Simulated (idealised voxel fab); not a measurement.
The name of this process module is voxel ribs on slabs.
Section cut is 265 nm wide and gridded with 5 nm square cells.
Heads up, the way a cross-section reads in here is a grid of square cells, handed over as bands from the top down, with every band being one or more rows of cells. For a band, the entry starts with two heights in nm, that of the top and then that of the bottom, and carries on with the band's materials in order from left to right, each alongside its width in nm; the word "everywhere" beside a single material means it fills the band edge to edge, and "air" means empty space. Heights are measured from 0, the level below which the as-received wafer is all one material; the lowest band has no bottom and continues downward, written as in "0 -> down". Note: "30 to 40" means the width goes from the first number (top row of the band) to the second number (bottom row) in equal steps per row of cells. For the purposes of this document, the phrase "nothing was modified" attached to a step denotes that no cell within the cross-section was modified by that step. "Trapped cavities" enumerates empty spaces isolated from the top, with no open way to it, that contain at least 8 cells, giving each as width x height at distance from the left edge, all three in nm. It should be noted that, on the line of a given step, the content following the step's settings is a remark produced by the simulator itself with respect to that step. overlay nm, on a step with a mask: how far to the right of its planned place the mask lay; to the left if negative.
### Here's what the planned process steps look like
1) op RECEIVE | material Si
2) op DIRECTIONAL_DEP | material SiO2 | thk nm 20
3) op DIRECTIONAL_DEP | material SiN | thk nm 20
4) op DIRECTIONAL_DEP | material aC | thk nm 10
5) op PATTERN | tone cover | mask id RIB | material resist | width nm 25 | thk nm 25 | overlay nm 0
6) op DIRECTIONAL_ETCH | etch materials aC | depth nm 10
7) op STRIP | etch materials resist
8) op DIRECTIONAL_ETCH | etch materials SiN | depth nm 20
9) op STRIP | etch materials aC
10) op MASKED_ETCH | tone cover | mask id SLAB | width nm 75 | etch materials SiN | depth nm 5 | overlay nm 0
11) op FILL_DEP | material SiO2 | thk nm 15
12) op CMP | height nm 55
13) op DIRECTIONAL_DEP | material TiN | thk nm 5
14) op MASKED_ETCH | tone cover | mask id HEATER | width nm 35 | etch materials TiN | depth nm 5 | overlay nm 0
15) op CONFORMAL_DEP | material SiO2 | thk nm 5
The wafers are alike at the start. At step 3, their thk nm differs. The plan lists the first wafer's value.
### The first of several wafers, as received after step 1, seen in section
    0 -> down: Si everywhere
    Trapped cavities: none
### End-of-module cross-section, first of several wafers, after last step 15
    65 -> 60: air=110 | SiO2=45 | air=110
    60 -> 55: SiO2=115 | TiN=35 | SiO2=115
    55 -> 40: SiO2 everywhere
    40 -> 20: SiO2=120 | SiN=25 | SiO2=120
    20 -> 0: SiO2 everywhere
    0 -> down: Si everywhere
    Trapped cavities: none
### Cross-section, last wafer, module completion
    65 -> 60: air=110 | SiO2=45 | air=110
    60 -> 55: SiO2=115 | TiN=35 | SiO2=115
    55 -> 40: SiO2=120 | SiN=25 | SiO2=120
    40 -> 35: SiO2=95 | SiN=75 | SiO2=95
    35 -> 20: SiN everywhere
    20 -> 0: SiO2 everywhere
    0 -> down: Si everywhere
    Trapped cavities: none
### each wafer at the end: cells of each material gained (+) or lost (-) since it was received, then its closed voids
thk nm 20, +20 SiN, +618 SiO2, +7 TiN, Trapped cavities: none
thk nm 25, +35 SiN, +603 SiO2, +7 TiN, Trapped cavities: none
thk nm 30, +88 SiN, +550 SiO2, +7 TiN, Trapped cavities: none
thk nm 35, +141 SiN, +497 SiO2, +7 TiN, Trapped cavities: none
thk nm 40, +189 SiN, +449 SiO2, +7 TiN, Trapped cavities: none
